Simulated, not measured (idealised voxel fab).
This is a process module. Its name is voxel self aligned contacts.
The width of the displayed cross-section, cut, is 220 nm; its cells are square, with a size of 5 nm.
Cross-sections here: square-cell grids, written as top-down lists of bands, a band being one or more rows of cells.
Per band: top height and bottom height in nm, followed by the left-to-right materials and their widths in nm; "everywhere" marks a single material spanning edge to edge, "empty" marks empty space.
Note: height 0 marks the level under which the wafer is uniformly one material as received. Lowest band unbounded below, written "0 nm and below".
The width entry "30 to 40" should be interpreted row by row: the top row of cells in the band takes the first number, the bottom row takes the second number, and the change between adjacent rows is uniform throughout.
Where the words "nothing altered" appear for a step, the cross-section shows no cell changed by that step; every cell remained as before.
The label "Enclosed cavities" introduces a list of the empty spaces, 8 cells or larger, that have no open way up to the top; each entry in it reads width x height at distance, where the distance is taken from the left edge and all three are stated in nm.
The remark found on a step's line after its settings is issued by the simulator itself and pertains to that step.
overlay nm: mask right of planned place by this much (step with mask). Neg. = left.

**Planned step list for the process**
step 1: RECEIVE (material Si)
step 2: OXIDIZE (depth nm 5)
step 3: DIRECTIONAL_DEP (material polySi; thk nm 25)
step 4: DIRECTIONAL_DEP (material SiN; thk nm 20)
step 5: PATTERN (tone cover; mask id GATE; material resist; width nm 15; pitch nm 55; thk nm 20; overlay nm 0)
step 6: DIRECTIONAL_ETCH (etch materials SiN; depth nm 20)
step 7: DIRECTIONAL_ETCH (etch materials polySi; depth nm 25)
step 8: STRIP (etch materials resist)
step 9: CONFORMAL_DEP (material SiN; thk nm 5)
step 10: DIRECTIONAL_ETCH (etch materials SiN; depth nm 5)
step 11: FILL_DEP (material SiO2; thk nm 15)
step 12: CMP (height nm 50)
step 13: PATTERN (tone open; mask id CONTACT; material resist; width nm 40; thk nm 20; overlay nm 0)
step 14: DIRECTIONAL_ETCH (etch materials SiO2; depth nm 55)
step 15: STRIP (etch materials resist)
step 16: CONFORMAL_DEP (material TiN; thk nm 5)
step 17: FILL_DEP (material Ru; thk nm 10)
step 18: CMP (height nm 50)
step 19: CONFORMAL_DEP (material SiN; thk nm 5)
The value of width nm given for step 5 in the plan refers to the first wafer; the wafers vary in this setting and are alike at the start.

**first wafer as received, after step 1**
- 0 nm and below: Si everywhere
- Enclosed cavities: none

**The table below has one row for each wafer; a row shows, as of the end of the module, how many cells of each material the wafer has gained, marked (+), or lost, marked (-), since it was received, and then the wafer's closed voids**
width nm 15; +40 Ru; -44 Si; +104 SiN; +326 SiO2; +28 TiN; +30 polySi; Enclosed cavities: none
width nm 20; +30 Ru; -44 Si; +112 SiN; +318 SiO2; +28 TiN; +40 polySi; Enclosed cavities: none
width nm 25; +20 Ru; -44 Si; +120 SiN; +310 SiO2; +28 TiN; +50 polySi; Enclosed cavities: none
width nm 30; +10 Ru; -44 Si; +128 SiN; +302 SiO2; +28 TiN; +60 polySi; Enclosed cavities: none
width nm 35; -44 Si; +136 SiN; +294 SiO2; +28 TiN; +70 polySi; Enclosed cavities: none
width nm 40; -44 Si; +144 SiN; +286 SiO2; +18 TiN; +80 polySi; Enclosed cavities: none
